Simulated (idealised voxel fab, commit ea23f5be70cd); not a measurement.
Process module in this document: voxel capacitor over wiring
The cross-section shown here is cut; it is 270 nm wide and divided into square cells measuring 5 nm on a side.
Cross-sections here: square-cell grids, written as top-down lists of bands, a band being one or more rows of cells.
In this notation a band is specified by the heights of its top and bottom, in that order and in nm, after which its materials appear from left to right, each paired with its width in nm. The word "edge to edge" attached to a single material means that material fills the band from edge to edge; the word "blank" stands for empty space.
Heights are measured from 0, the level below which the as-received wafer is all one material; the lowest band has no bottom and continues downward, written as in "0 nm and below".
When a width is written as two numbers, as in "30->40", the first number is the width in the top row of cells of the band and the second is the width in its bottom row, and the width changes by the same amount from each row to the next.
No cell of the cross-section changed in a step that is given as "nothing changed".
This entry, "Closed internal voids", enumerates those empty regions of no fewer than 8 cells that possess no open connection to the top. Each region is reported in the form width x height at distance, the distance being taken from the left edge, with all three quantities expressed in nm.
Read whatever lies past the settings on a step's line as the simulator's own remark about the step.
overlay nm: for a step with a mask, the amount by which the mask lay right of where it was planned; a negative amount means left of it.
### Set out below are the planned steps of the process
1,op RECEIVE | material Si
2,op CONFORMAL_DEP | material SiO2 | thk nm 15
3,op CONFORMAL_DEP | material SiN | thk nm 5
4,op DIRECTIONAL_DEP | material lowk | thk nm 15
5,op PATTERN | tone open | mask id METAL_1 | material resist | width nm 25 | pitch nm 85 | thk nm 15 | overlay nm 0
6,op DIRECTIONAL_ETCH | etch materials lowk | depth nm 15
7,op DIRECTIONAL_ETCH | etch materials SiN | depth nm 5
8,op STRIP | etch materials resist
9,op CONFORMAL_DEP | material TiN | thk nm 5
10,op FILL_DEP | material Cu | thk nm 10
11,op CMP | height nm 35
12,op CONFORMAL_DEP | material SiCN | thk nm 5
13,op DIRECTIONAL_DEP | material lowk | thk nm 20
14,op PATTERN | tone open | mask id PLUG_1 | material resist | width nm 15 | thk nm 15 | overlay nm 0
15,op DIRECTIONAL_ETCH | etch materials lowk | depth nm 20
16,op DIRECTIONAL_ETCH | etch materials SiCN | depth nm 5
17,op STRIP | etch materials resist
18,op EPI | material Ru | thk nm 10
19,op EPI | material Ru | thk nm 10
20,op EPI | material Ru | thk nm 5
21,op DIRECTIONAL_DEP | material TiN | thk nm 5
22,op DIRECTIONAL_DEP | material HfO2 | thk nm 5
23,op DIRECTIONAL_DEP | material TiN | thk nm 10
24,op DIRECTIONAL_DEP | material aC | thk nm 10
25,op PATTERN | tone cover | mask id UPPER_PLATE | material resist | width nm 65 | thk nm 30 | overlay nm 0
26,op DIRECTIONAL_ETCH | etch materials aC | depth nm 10
27,op STRIP | etch materials resist
28,op DIRECTIONAL_ETCH | etch materials TiN | depth nm 10
29,op DIRECTIONAL_ETCH | etch materials HfO2 | depth nm 5
30,op STRIP | etch materials aC
31,op DIRECTIONAL_DEP | material aC | thk nm 15
32,op PATTERN | tone cover | mask id LOWER_PLATE | material resist | width nm 75 | thk nm 35 | overlay nm 0
33,op DIRECTIONAL_ETCH | etch materials aC | depth nm 15
34,op STRIP | etch materials resist
35,op DIRECTIONAL_ETCH | etch materials TiN | depth nm 5
36,op STRIP | etch materials aC
37,op FILL_DEP | material SiO2 | thk nm 20
38,op CMP | height nm 95
39,op DIRECTIONAL_DEP | material aC | thk nm 10
40,op PATTERN | tone open | mask id PLUG_2 | material resist | width nm 15 | thk nm 25 | overlay nm 0
41,op DIRECTIONAL_ETCH | etch materials aC | depth nm 10
42,op STRIP | etch materials resist
43,op DIRECTIONAL_ETCH | etch materials SiO2 | depth nm 15
44,op STRIP | etch materials aC
45,op CONFORMAL_DEP | material TiN | thk nm 5
46,op FILL_DEP | material Cu | thk nm 5
47,op CMP | height nm 95
48,op CONFORMAL_DEP | material SiCN | thk nm 5
### This is the cross-section of the wafer as we received it, i.e. after step 1
0 nm and below: Si edge to edge
Closed internal voids: none
### Module complete - cross-section of the first of two wafers, run according to plan
100 nm to 95 nm: SiCN edge to edge
95 nm to 85 nm: SiO2 100 / TiN 5 / Cu 5 / TiN 5 / SiO2 155
85 nm to 80 nm: SiO2 100 / TiN 15 / SiO2 155
80 nm to 70 nm: SiO2 90 / TiN 65 / SiO2 115
70 nm to 65 nm: SiO2 90 / HfO2 65 / SiO2 115
65 nm to 60 nm: SiO2 85 / TiN 75 / SiO2 110
60 nm to 40 nm: lowk 90 / Ru 15 / lowk 165
40 nm to 35 nm: SiCN 90 / Ru 15 / SiCN 165
35 nm to 20 nm: lowk 80 / TiN 5 / Cu 15 / TiN 5 / lowk 60 / TiN 5 / Cu 15 / TiN 5 / lowk 80
20 nm to 15 nm: SiN 80 / TiN 25 / SiN 60 / TiN 25 / SiN 80
15 nm to 0 nm: SiO2 edge to edge
0 nm and below: Si edge to edge
Closed internal voids: none
### Now the second wafer, cross-sectioned at the end of the module. Nothing different at the start, nothing different in the plan compared with the first, just one mistake when it was actually run
100 nm to 95 nm: SiCN edge to edge
95 nm to 85 nm: SiO2 100 / TiN 5 / Cu 5 / TiN 5 / SiO2 155
85 nm to 80 nm: SiO2 100 / TiN 15 / SiO2 155
80 nm to 70 nm: SiO2 105 / TiN 50 / SiO2 115
70 nm to 65 nm: SiO2 105 / HfO2 50 / SiO2 115
65 nm to 60 nm: SiO2 85 / TiN 5 / SiO2 15 / TiN 55 / SiO2 110
60 nm to 50 nm: lowk 90 / TiN 15 / lowk 165
50 nm to 45 nm: lowk 90 / HfO2 15 / lowk 165
45 nm to 40 nm: lowk 90 / TiN 15 / lowk 165
40 nm to 35 nm: lowk edge to edge
35 nm to 20 nm: lowk 80 / TiN 5 / Cu 15 / TiN 5 / lowk 60 / TiN 5 / Cu 15 / TiN 5 / lowk 80
20 nm to 15 nm: SiN 80 / TiN 25 / SiN 60 / TiN 25 / SiN 80
15 nm to 0 nm: SiO2 edge to edge
0 nm and below: Si edge to edge
Closed internal voids: none
Against the plan, the run slipped here: the process deviated at step 12: the operation and settings actually run there were op CONFORMAL_DEP | material lowk | thk nm 5
End check, counted in cells, second wafer has more or fewer of these materials than the first: -15 Ru; -51 SiCN; +12 SiO2; +54 lowk
